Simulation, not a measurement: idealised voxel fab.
Herein follows the process module entitled voxel fin reveal.
Shown is cross-section cut, with a width of 205 nm and square cells of size 5 nm.
When this document writes out a cross-section, it uses a grid of square cells and lists it as bands, beginning at the top and moving down, with a band standing for one or more rows of cells.
Read a band's entry like this: the first values are the height of its top and the height of its bottom in nm, and what follows is the sequence of materials from left to right, each with its width in nm. Note that "empty" is empty space, and that a single material marked "edge to edge" reaches across the band from edge to edge.
Height is counted from the level 0, under which the received wafer is composed throughout of one material. The lowest of the bands is not closed at the bottom but continues downward, in the notation "top 0, no bottom".
It should be noted that a width expressed as "30->40" varies in equal increments from row to row of cells within the band, taking the value of the first number at the top row and that of the second number at the bottom row.
Any step labelled "no change" changed none of the cells in the cross-section.
Empty spaces without an open route to the top, at least 8 cells in extent, make up the entry "Closed void inventory"; each is given as width x height at distance, where the distance is measured from the left edge, and all are in nm.
Post-settings text on a step line: simulator's own remark regarding the step.
Among the settings permitted on a step's line is "overlay nm"; applied to a step with a mask, it specifies the extent to which the mask lay to the right of its planned position, whereas a negative figure signifies a position to the left.

**The planned process steps are enumerated hereunder**
1. RECEIVE (material Si)
2. CONFORMAL_DEP (material SiN; thk nm 5)
3. DIRECTIONAL_DEP (material aC; thk nm 15)
4. PATTERN (tone cover; mask id FINS; material resist; width nm 15; pitch nm 40; thk nm 30; overlay nm 0)
5. DIRECTIONAL_ETCH (etch materials aC; depth nm 15)
6. STRIP (etch materials resist)
7. DIRECTIONAL_ETCH (etch materials SiN; depth nm 5)
8. DIRECTIONAL_ETCH (etch materials Si; depth nm 40)
9. STRIP (etch materials aC)
10. OXIDIZE (depth nm 5)
11. FILL_DEP (material SiO2; thk nm 15)
12. CMP (height nm 5)
13. SELECTIVE_ETCH (etch materials SiO2; depth nm 30)
14. STRIP (etch materials SiN)
15. CONFORMAL_DEP (material HfO2; thk nm 5)

**As-received wafer cross-section (after step 1)**
* top 0, no bottom = Si edge to edge
* Closed void inventory: none

**Figure: cross-sectional view of the wafer upon completion of the module, processed from the initial state and according to the plan depicted above, with one error introduced during execution**
* top 5, bottom 0 = empty 55 / HfO2 15 / empty 25 / HfO2 15 / empty 25 / HfO2 15 / empty 55
* top 0, bottom -40 = empty 55 / HfO2 5 / Si 5 / HfO2 5 / empty 25 / HfO2 5 / Si 5 / HfO2 5 / empty 25 / HfO2 5 / Si 5 / HfO2 5 / empty 55
* top -40, bottom -45 = HfO2 60 / Si 5 / HfO2 35 / Si 5 / HfO2 35 / Si 5 / HfO2 60
* top -45, no bottom = Si edge to edge
* Closed void inventory: none
Misprocessing identified: step 13 of the plan saw execution twice
